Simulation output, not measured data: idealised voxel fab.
Proc. module: voxel ribs on slabs
In the cross-section labelled cut, the width is 270 nm and each square cell is 5 nm.
A cross-section is a grid of square cells, given in bands from the top down. A band is one or more rows of cells. First you get the band's top height and its bottom height, in nm, and then the materials it's made of, left to right, with each width in nm. If you see a single material with "throughout", that one covers the band edge to edge. "blank" is empty space. The reference from which all heights are counted is 0, the level beneath which the as-received wafer is entirely one material; the lowest band, having no lower bound, proceeds downward and is written after the example "0 and below". Width spec "30 to 40" -> top row of cells at first value, bottom row at second value, equal per-row change in between. "nothing altered" after a step means that no cell of the cross-section changed. Each empty space that has no open way to the top and spans at least 8 cells appears under "Entrapped voids" as width x height at distance, the distance counted from the left edge, all in nm. Post-settings text on a step line: simulator's own remark regarding the step. overlay nm, on a step with a mask: how far to the right of its planned place the mask lay; to the left if negative.

**Process steps (planned)**
1 RECEIVE [material Si]
2 DIRECTIONAL_DEP [material SiO2] [thk nm 25]
3 DIRECTIONAL_DEP [material SiN] [thk nm 20]
4 DIRECTIONAL_DEP [material aC] [thk nm 5]
5 PATTERN [tone cover] [mask id RIB] [material resist] [width nm 15] [thk nm 35] [overlay nm 0]
6 DIRECTIONAL_ETCH [etch materials aC] [depth nm 15]
7 STRIP [etch materials resist]
8 DIRECTIONAL_ETCH [etch materials SiN] [depth nm 5]
9 STRIP [etch materials aC]
10 MASKED_ETCH [tone cover] [mask id SLAB] [width nm 55] [etch materials SiN] [depth nm 15] [overlay nm 0]
11 FILL_DEP [material SiO2] [thk nm 15]
12 CMP [height nm 55]
13 DIRECTIONAL_DEP [material W] [thk nm 10]
14 PATTERN [tone cover] [mask id HEATER] [material resist] [width nm 25] [thk nm 15] [overlay nm 0]
15 DIRECTIONAL_ETCH [etch materials W] [depth nm 10]
16 STRIP [etch materials resist]
17 CONFORMAL_DEP [material SiN] [thk nm 5]
varied across the wafers: thk nm of step 4. The plan shows the first wafer's value. All wafers start alike

**First of several wafers (as received, post step 1), cross-sectional view**
> 0 and below = Si throughout
> Entrapped voids: none

**Every row in this table is a wafer at the end of the module, and it gives, for each of the materials, the cells that wafer has gained (+) or lost (-) since it was received, then its closed voids**
thk nm 5, +94 SiN, +558 SiO2, +10 W, Entrapped voids: none
thk nm 10, +94 SiN, +558 SiO2, +10 W, Entrapped voids: none
thk nm 15, +94 SiN, +558 SiO2, +10 W, Entrapped voids: none
thk nm 20, +145 SiN, +507 SiO2, +10 W, Entrapped voids: none
thk nm 25, +145 SiN, +507 SiO2, +10 W, Entrapped voids: none
thk nm 30, +145 SiN, +507 SiO2, +10 W, Entrapped voids: none
